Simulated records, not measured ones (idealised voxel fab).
process module | voxel capacitor over wiring
cross-section cut | 160 nm wide | cells 5 nm
A cross-section is a grid of square cells, given in bands from the top down. A band is one or more rows of cells.
Each band's line starts with the height of the band's top and of its bottom, in nm. Then come its materials from left to right, each with its width in nm. One material with "throughout" fills the band from edge to edge. "air" is empty space.
Height 0 is the level under which the wafer as received is all one material. The lowest band goes on downwards, as in "0 down".
A width such as "30 to 40" changes by the same amount from each row of cells to the next, from the band's top row to its bottom row.
"no change" after a step means that no cell of the cross-section changed.
closed voids: empty space of 8 cells or more with no open way to the top, each as width x height at its distance from the left edge, in nm
after a step's settings: what the simulator itself notes on the step
overlay nm, on a step with a mask: how far to the right of its planned place the mask lay; to the left if negative
plan
1 op RECEIVE | material Si
2 op CONFORMAL_DEP | material SiO2 | thk nm 10
3 op DIRECTIONAL_DEP | material TiN | thk nm 5
4 op DIRECTIONAL_DEP | material Ru | thk nm 20
5 op DIRECTIONAL_DEP | material aC | thk nm 15
6 op PATTERN | tone cover | mask id METAL_1 | material resist | width nm 25 | pitch nm 75 | thk nm 35 | overlay nm 0
7 op DIRECTIONAL_ETCH | etch materials aC | depth nm 15
8 op STRIP | etch materials resist
9 op DIRECTIONAL_ETCH | etch materials Ru | depth nm 20
10 op DIRECTIONAL_ETCH | etch materials TiN | depth nm 5
11 op STRIP | etch materials aC
12 op FILL_DEP | material lowk | thk nm 5
13 op CMP | height nm 35
14 op CONFORMAL_DEP | material SiCN | thk nm 5
15 op DIRECTIONAL_DEP | material SiO2 | thk nm 10
16 op DIRECTIONAL_DEP | material aC | thk nm 10
17 op PATTERN | tone open | mask id PLUG_1 | material resist | width nm 15 | thk nm 30 | overlay nm 0
18 op DIRECTIONAL_ETCH | etch materials aC | depth nm 10
19 op STRIP | etch materials resist
20 op DIRECTIONAL_ETCH | etch materials SiO2 | depth nm 10
21 op DIRECTIONAL_ETCH | etch materials SiCN | depth nm 5
22 op STRIP | etch materials aC
23 op CONFORMAL_DEP | material TiN | thk nm 5
24 op FILL_DEP | material Ru | thk nm 5
25 op CMP | height nm 50
26 op DIRECTIONAL_DEP | material TiN | thk nm 10
27 op DIRECTIONAL_DEP | material HfO2 | thk nm 5
28 op DIRECTIONAL_DEP | material TiN | thk nm 10
29 op MASKED_ETCH | tone cover | mask id UPPER_PLATE | width nm 55 | etch materials TiN | depth nm 10 | overlay nm 0
30 op MASKED_ETCH | tone cover | mask id UPPER_PLATE | width nm 55 | etch materials HfO2 | depth nm 5 | overlay nm 0
31 op PATTERN | tone cover | mask id LOWER_PLATE | material resist | width nm 65 | thk nm 20 | overlay nm 0
32 op DIRECTIONAL_ETCH | etch materials TiN | depth nm 10
33 op STRIP | etch materials resist
34 op FILL_DEP | material SiO2 | thk nm 20
35 op CMP | height nm 90
36 op PATTERN | tone open | mask id PLUG_2 | material resist | width nm 15 | thk nm 20 | overlay nm 0
37 op DIRECTIONAL_ETCH | etch materials SiO2 | depth nm 15
38 op STRIP | etch materials resist
39 op CONFORMAL_DEP | material TiN | thk nm 5
40 op FILL_DEP | material W | thk nm 5
41 op CMP | height nm 90
42 op CONFORMAL_DEP | material SiN | thk nm 5
as received, after step 1
  0 down: Si throughout
  closed voids: none
a wafer at the end: this start, this plan, one mistake
  95 to 90: SiN throughout
  90 to 80: SiO2 50 | TiN 5 | W 5 | TiN 5 | SiO2 95
  80 to 75: SiO2 50 | TiN 15 | SiO2 95
  75 to 65: SiO2 40 | TiN 55 | SiO2 65
  65 to 60: SiO2 40 | HfO2 55 | SiO2 65
  60 to 50: SiO2 35 | TiN 65 | SiO2 60
  50 to 40: SiO2 40 | TiN 5 | Ru 5 | TiN 5 | SiO2 105
  40 to 35: SiCN 40 | TiN 15 | SiCN 105
  35 to 30: lowk 30 | TiN 25 | lowk 50 | TiN 25 | lowk 30
  30 to 10: Ru throughout
  10 to 0: SiO2 throughout
  0 down: Si throughout
  closed voids: none
what went wrong: steps 3 and 4 were swapped
